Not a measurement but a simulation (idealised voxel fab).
process module | voxel released beams
cross-section cut | 195 nm wide | cells 5 nm
A cross-section is a grid of square cells, given in bands from the top down. A band is one or more rows of cells.
Each band's line starts with the height of the band's top and of its bottom, in nm. Then come its materials from left to right, each with its width in nm. One material with "throughout" fills the band from edge to edge. "air" is empty space.
Height 0 is the level under which the wafer as received is all one material. The lowest band goes on downwards, as in "0 down".
A width such as "30 to 40" changes by the same amount from each row of cells to the next, from the band's top row to its bottom row.
"no change" after a step means that no cell of the cross-section changed.
closed voids: empty space of 8 cells or more with no open way to the top, each as width x height at its distance from the left edge, in nm
after a step's settings: what the simulator itself notes on the step
overlay nm, on a step with a mask: how far to the right of its planned place the mask lay; to the left if negative
plan
1 op RECEIVE | material Si
2 op CONFORMAL_DEP | material SiN | thk nm 10
3 op DIRECTIONAL_DEP | material SiO2 | thk nm 20
4 op MASKED_ETCH | tone open | mask id ANCHOR | width nm 45 | etch materials SiO2 | depth nm 20 | overlay nm 0
5 op CONFORMAL_DEP | material TiN | thk nm 15
6 op PATTERN | tone cover | mask id BEAM | material resist | width nm 125 | thk nm 15 | overlay nm 0
7 op DIRECTIONAL_ETCH | etch materials TiN | depth nm 15
8 op STRIP | etch materials resist
9 op STRIP | etch materials SiO2
first wafer, as planned
as received, after step 1
  0 down: Si throughout
  closed voids: none
after step 2
  10 to 0: SiN throughout
  below 0: unchanged
after step 3
  30 to 10: SiO2 throughout
  below 10: unchanged
after step 4
  30 to 10: SiO2 35 | air 45 | SiO2 115
  below 10: unchanged
after step 5
  45 to 30: TiN 50 | air 15 | TiN 130
  30 to 25: SiO2 35 | TiN 15 | air 15 | TiN 15 | SiO2 115
  25 to 10: SiO2 35 | TiN 45 | SiO2 115
  below 10: unchanged
after step 6
  60 to 45: air 30 | resist 125 | air 40
  45 to 30: TiN 50 | resist 15 | TiN 130
  30 to 25: SiO2 35 | TiN 15 | resist 15 | TiN 15 | SiO2 115
  below 25: unchanged
after step 7
  60 to 45: air 30 | resist 125 | air 40
  45 to 30: air 30 | TiN 20 | resist 15 | TiN 90 | air 40
  below 30: unchanged
after step 8
  45 to 30: air 30 | TiN 20 | air 15 | TiN 90 | air 40
  30 to 25: SiO2 35 | TiN 15 | air 15 | TiN 15 | SiO2 115
  below 25: unchanged
after step 9
  45 to 30: air 30 | TiN 20 | air 15 | TiN 90 | air 40
  30 to 25: air 35 | TiN 15 | air 15 | TiN 15 | air 115
  25 to 10: air 35 | TiN 45 | air 115
  below 10: unchanged
second wafer: like start, like plan, one mistake. Through step 1 it matches the first wafer
when step 2 should have ended
  20 to 0: SiO2 throughout
  below 0: unchanged
when step 3 should have ended
  30 to 20: SiN throughout
  below 20: unchanged
when step 4 should have ended: no change
when step 5 should have ended
  45 to 30: TiN throughout
  below 30: unchanged
when step 6 should have ended
  60 to 45: air 30 | resist 125 | air 40
  below 45: unchanged
when step 7 should have ended
  60 to 45: air 30 | resist 125 | air 40
  45 to 30: air 30 | TiN 125 | air 40
  below 30: unchanged
when step 8 should have ended
  45 to 30: air 30 | TiN 125 | air 40
  below 30: unchanged
when step 9 should have ended: no change
what went wrong: steps 2 and 3 were swapped
at the end the second wafer has, in cells: 156 more of SiO2 | 24 fewer of TiN
